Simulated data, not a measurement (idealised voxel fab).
The following is a process module called voxel self aligned contacts.
In the cross-section labelled cut, the width is 175 nm and each square cell is 5 nm.
Notation: cross-section as square-cell grid; stated in bands, top first, going down; one or more cell rows per band. For a band, the entry starts with two heights in nm, that of the top and then that of the bottom, and carries on with the band's materials in order from left to right, each alongside its width in nm; the word "everywhere" beside a single material means it fills the band edge to edge, and "blank" means empty space. Height 0 is the level under which the wafer as received is all one material. The lowest band goes on downwards, as in "z 0 and below". The width entry "30->40" should be interpreted row by row: the top row of cells in the band takes the first number, the bottom row takes the second number, and the change between adjacent rows is uniform throughout. The cross-section has no changed cell in any step marked "remains unaltered". "Sealed void list": sealed empty spaces, 8 cells or more, no open way to top, listed width x height at distance, with distance from the left edge and width, height and distance in nm. Text after the settings on a step's line: the simulator's own remark on that step. The line of a step may include "overlay nm". On a step with a mask, this value is how far to the right of its planned place the mask lay. A negative value means the mask lay to the left.

Listed below are the process steps as planned:
1: op RECEIVE | material Si
2: op CONFORMAL_DEP | material SiO2 | thk nm 5
3: op DIRECTIONAL_DEP | material polySi | thk nm 20
4: op DIRECTIONAL_DEP | material SiN | thk nm 20
5: op MASKED_ETCH | tone cover | mask id GATE | width nm 35 | pitch nm 65 | etch materials SiN | depth nm 20 | overlay nm 0
6: op MASKED_ETCH | tone cover | mask id GATE | width nm 35 | pitch nm 65 | etch materials polySi | depth nm 20 | overlay nm 0
7: op CONFORMAL_DEP | material SiN | thk nm 5
8: op DIRECTIONAL_ETCH | etch materials SiN | depth nm 5
9: op FILL_DEP | material SiO2 | thk nm 10
10: op CMP | height nm 50
11: op PATTERN | tone open | mask id CONTACT | material resist | width nm 40 | thk nm 20 | overlay nm 0
12: op DIRECTIONAL_ETCH | etch materials SiO2 | depth nm 50
13: op STRIP | etch materials resist
14: op CONFORMAL_DEP | material TiN | thk nm 5
15: op FILL_DEP | material W | thk nm 10
16: op CMP | height nm 50
17: op CONFORMAL_DEP | material SiN | thk nm 5

Cross-section of the incoming wafer, state after step 1:
> z 0 and below  Si everywhere
> Sealed void list: none

Looking at the first of two wafers in cross-section at end of module - ran to plan:
> z 55 to 50  SiN everywhere
> z 50 to 45  65 nm SiO2  15 nm TiN  10 nm W  15 nm TiN  70 nm SiO2
> z 45 to 25  30 nm SiO2  45 nm SiN  5 nm TiN  10 nm W  5 nm TiN  45 nm SiN  35 nm SiO2
> z 25 to 5  30 nm SiO2  5 nm SiN  35 nm polySi  5 nm SiN  5 nm TiN  10 nm W  5 nm TiN  5 nm SiN  35 nm polySi  5 nm SiN  35 nm SiO2
> z 5 to 0  75 nm SiO2  20 nm TiN  80 nm SiO2
> z 0 and below  Si everywhere
> Sealed void list: none

Cross-sectional view: second of two wafers, end of module; start and plan identical to the first, one mistake in running:
> z 55 to 50  SiN everywhere
> z 50 to 45  30 nm SiO2  45 nm SiN  5 nm TiN  10 nm W  5 nm TiN  45 nm SiN  35 nm SiO2
> z 45 to 30  30 nm SiO2  5 nm SiN  35 nm polySi  5 nm SiN  5 nm TiN  10 nm W  5 nm TiN  5 nm SiN  35 nm polySi  5 nm SiN  35 nm SiO2
> z 30 to 25  30 nm SiO2  5 nm SiN  35 nm polySi  5 nm SiN  20 nm TiN  5 nm SiN  35 nm polySi  5 nm SiN  35 nm SiO2
> z 25 to 5  polySi everywhere
> z 5 to 0  SiO2 everywhere
> z 0 and below  Si everywhere
> Sealed void list: none
Deviation noted in wafer processing: in the plan, step 3 was performed twice
End check, counted in cells, second wafer has more or fewer of these materials than the first: SiN: 54 fewer | SiO2: 62 fewer | TiN: 14 fewer | W: 10 fewer | polySi: 140 more
